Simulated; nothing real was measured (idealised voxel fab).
Process module name: voxel ribs on slabs
This is section cut - it's 250 nm across, gridded in 5 nm square cells.
When this document writes out a cross-section, it uses a grid of square cells and lists it as bands, beginning at the top and moving down, with a band standing for one or more rows of cells. Band: top height; bottom height; in nm. Then, left to right: material with width in nm, for each material. "all across": a single material spanning edge to edge. "blank": empty space. Heights are reckoned from 0. Under this level, the received wafer is all of one material. The bottommost band is open-ended downward, for example "from 0 down". It should be noted that a width expressed as "30..40" varies in equal increments from row to row of cells within the band, taking the value of the first number at the top row and that of the second number at the bottom row. "remained the same" for a step: no cell of the cross-section changed in that step. "Enclosed void catalog" specifies each empty space that is not open to the top and that occupies no fewer than 8 cells, using the form width x height at distance, the distance measured from the left edge and all three quantities in nm. Formally, on a step line, whatever follows the settings is a remark that the simulator itself makes on the step. For masked steps, "overlay nm" on the step line gives how far right of plan the mask actually lay; a minus sign means it lay to the left.
-- Planned step list for the process
1,RECEIVE (material Si)
2,DIRECTIONAL_DEP (material SiO2; thk nm 30)
3,DIRECTIONAL_DEP (material polySi; thk nm 20)
4,PATTERN (tone cover; mask id RIB; material resist; width nm 30; thk nm 15; overlay nm 0)
5,DIRECTIONAL_ETCH (etch materials polySi; depth nm 5)
6,STRIP (etch materials resist)
7,PATTERN (tone cover; mask id SLAB; material resist; width nm 80; thk nm 15; overlay nm 0)
8,DIRECTIONAL_ETCH (etch materials polySi; depth nm 15)
9,STRIP (etch materials resist)
10,FILL_DEP (material SiO2; thk nm 15)
11,CMP (height nm 60)
12,DIRECTIONAL_DEP (material W; thk nm 10)
13,PATTERN (tone cover; mask id HEATER; material resist; width nm 40; thk nm 20; overlay nm 0)
14,DIRECTIONAL_ETCH (etch materials W; depth nm 10)
15,STRIP (etch materials resist)
16,CONFORMAL_DEP (material SiO2; thk nm 5)
Don't read the plan's thk nm for step 16 as applying to every wafer: that's the first wafer's value, and the wafers differ in it, though they all start identical.
-- Cross-section, first of several wafers, as delivered after step 1
- from 0 down | Si all across
- Enclosed void catalog: none
-- First of several wafers, sectioned at end of module (last step: step 16)
- from 75 to 70 | blank 100; SiO2 50; blank 100
- from 70 to 65 | blank 100; SiO2 5; W 40; SiO2 5; blank 100
- from 65 to 60 | SiO2 105; W 40; SiO2 105
- from 60 to 50 | SiO2 all across
- from 50 to 45 | SiO2 110; polySi 30; SiO2 110
- from 45 to 30 | SiO2 85; polySi 80; SiO2 85
- from 30 to 0 | SiO2 all across
- from 0 down | Si all across
- Enclosed void catalog: none
-- Last wafer, end of module, cross-section
- from 90 to 80 | blank 85; SiO2 80; blank 85
- from 80 to 70 | SiO2 all across
- from 70 to 60 | SiO2 105; W 40; SiO2 105
- from 60 to 50 | SiO2 all across
- from 50 to 45 | SiO2 110; polySi 30; SiO2 110
- from 45 to 30 | SiO2 85; polySi 80; SiO2 85
- from 30 to 0 | SiO2 all across
- from 0 down | Si all across
- Enclosed void catalog: none
-- For your reference, the table is organized with a row per wafer; each row reflects the wafer at the end of the module, indicating for each material the cells gained (+) or lost (-) since receipt, and thereafter its closed voids
thk nm 5, +600 SiO2, +16 W, +54 polySi, Enclosed void catalog: none
thk nm 10, +654 SiO2, +16 W, +54 polySi, Enclosed void catalog: none
thk nm 15, +708 SiO2, +16 W, +54 polySi, Enclosed void catalog: none
thk nm 20, +762 SiO2, +16 W, +54 polySi, Enclosed void catalog: none
